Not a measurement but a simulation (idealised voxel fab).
Title: Process Module voxel spacer lines
The cross-section on display is named cut; it measures 200 nm wide, and its cells are 5 nm squares.
A cross-section is a grid of square cells, given in bands from the top down. A band is one or more rows of cells.
This entry defines a band. It first specifies the height of the band's top and the height of its bottom in nm, and then specifies the band's materials from left to right, stating each material with its width in nm. The word "full width" identifies a single material that fills the band from edge to edge, while the word "blank" identifies empty space.
Height reference: 0 = level under which incoming wafer is all one material. Lowest band: no bottom, runs on downward, e.g. "0..down".
You'd read "30->40" like this: the band's top row of cells is as wide as the first number, its bottom row is as wide as the second, and going down, every row changes width by the same amount as the row before did.
Step marked "no change"? Then no cell in the cross-section changed in it.
Empty spaces without an open route to the top, at least 8 cells in extent, make up the entry "Enclosed void inventory"; each is given as width x height at distance, where the distance is measured from the left edge, and all are in nm.
Heads up: the bit after the settings on a step's line is the simulator's remark on that step.
A step line may carry the setting "overlay nm", which, for steps involving a mask, states the distance by which the mask lay to the right of its intended position; negative values denote displacement to the left.
## Here's what the planned process steps look like
1) op RECEIVE | material Si
2) op CONFORMAL_DEP | material Al2O3 | thk nm 5
3) op DIRECTIONAL_DEP | material W | thk nm 15
4) op DIRECTIONAL_DEP | material polySi | thk nm 25
5) op PATTERN | tone cover | mask id MANDREL | material resist | width nm 20 | pitch nm 70 | thk nm 35 | overlay nm 0
6) op DIRECTIONAL_ETCH | etch materials polySi | depth nm 25
7) op STRIP | etch materials resist
8) op CONFORMAL_DEP | material SiN | thk nm 15
9) op DIRECTIONAL_ETCH | etch materials SiN | depth nm 15
10) op STRIP | etch materials polySi
11) op DIRECTIONAL_ETCH | etch materials W | depth nm 15
12) op STRIP | etch materials SiN
13) op FILL_DEP | material lowk | thk nm 5
14) op CMP | height nm 20
## Cross-section of the wafer as it came to us, i.e., already through step 1
  0..down = Si full width
  Enclosed void inventory: none
## Below is the wafer in cross-section after the module was completed. It began from the starting point shown above and followed the plan shown above, except that one mistake was made while running it
  20..15 = Al2O3 full width
  15..0 = W full width
  0..down = Si full width
  Enclosed void inventory: none
Error vs. plan: step 3 occupied the plan position of step 2, and the converse holds as well
